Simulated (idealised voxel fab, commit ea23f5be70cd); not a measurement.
Process module heading - voxel self aligned contacts
In the cross-section labelled cut, the width is 235 nm and each square cell is 5 nm.
Just so we're on the same page, the cross-sections are grids of square cells, and they're listed out in bands top to bottom, each band one or more rows deep. Heads up on the band format: heights come first, top then bottom, in nm. After that it's the materials left to right, each with its width in nm. A single material flagged "all across" fills the whole band edge to edge, and "empty" means there's empty space there. Beneath 0, the wafer as received is one material, and that level is where height counting begins. The lowest band goes on downward without a bottom; it is written like "z 0 and below". The notation "30..40" denotes a width that varies across the rows of cells in the band, beginning at the first number in the top row, finishing at the second number in the bottom row, and changing by an identical amount from each row to the next. "all unchanged" after a step means that no cell of the cross-section changed. For the entry "Sealed void list", the listed items are empty spaces with no open way to the top whose size is 8 cells or more; each item follows the pattern width x height at distance, where distance is from the left edge and all three are in nm. That trailing text on a step's line, after the settings, is the simulator's own remark on the step. overlay nm: step with mask; distance mask lay right of planned place; negative value = left of planned place.

### Steps in the process plan
| 1 | RECEIVE,material Si |
| 2 | CONFORMAL_DEP,material SiO2,thk nm 5 |
| 3 | DIRECTIONAL_DEP,material polySi,thk nm 25 |
| 4 | DIRECTIONAL_DEP,material SiN,thk nm 20 |
| 5 | PATTERN,tone cover,mask id GATE,material resist,width nm 25,pitch nm 55,thk nm 15,overlay nm 0 |
| 6 | DIRECTIONAL_ETCH,etch materials SiN,depth nm 20 |
| 7 | DIRECTIONAL_ETCH,etch materials polySi,depth nm 25 |
| 8 | STRIP,etch materials resist |
| 9 | CONFORMAL_DEP,material SiN,thk nm 5 |
| 10 | DIRECTIONAL_ETCH,etch materials SiN,depth nm 5 |
| 11 | FILL_DEP,material SiO2,thk nm 15 |
| 12 | CMP,height nm 55 |
| 13 | PATTERN,tone open,mask id CONTACT,material resist,width nm 40,pitch nm 55,thk nm 20,overlay nm 0 |
| 14 | DIRECTIONAL_ETCH,etch materials SiO2,depth nm 55 |
| 15 | STRIP,etch materials resist |
| 16 | CONFORMAL_DEP,material TiN,thk nm 5 |
| 17 | FILL_DEP,material W,thk nm 10 |
| 18 | CMP,height nm 55 |
| 19 | CONFORMAL_DEP,material SiN,thk nm 5 |

### Here's what the wafer looked like in cross-section when it arrived - that's after step 1
- z 0 and below: Si all across
- Sealed void list: none

### Figure: cross-sectional view of the wafer upon completion of the module, processed from the initial state and according to the plan depicted above, with one error introduced during execution
- z 60 to 55: SiN all across
- z 55 to 50: 70 of SiO2  10 of TiN  10 of W  20 of TiN  15 of SiO2  10 of TiN  10 of W  20 of TiN  70 of SiO2
- z 50 to 30: 40 of SiO2  35 of SiN  5 of TiN  10 of W  5 of TiN  35 of SiN  5 of TiN  10 of W  5 of TiN  35 of SiN  50 of SiO2
- z 30 to 5: 40 of SiO2  5 of SiN  25 of polySi  5 of SiN  5 of TiN  10 of W  5 of TiN  5 of SiN  25 of polySi  5 of SiN  5 of TiN  10 of W  5 of TiN  5 of SiN  25 of polySi  5 of SiN  50 of SiO2
- z 5 to 0: 75 of SiO2  20 of TiN  35 of SiO2  20 of TiN  85 of SiO2
- z 0 and below: Si all across
- Sealed void list: none
Here's what went sideways: rather than as planned, step 5 actually ran as PATTERN,tone cover,mask id GATE,material resist,width nm 25,pitch nm 55,thk nm 15,overlay nm -5
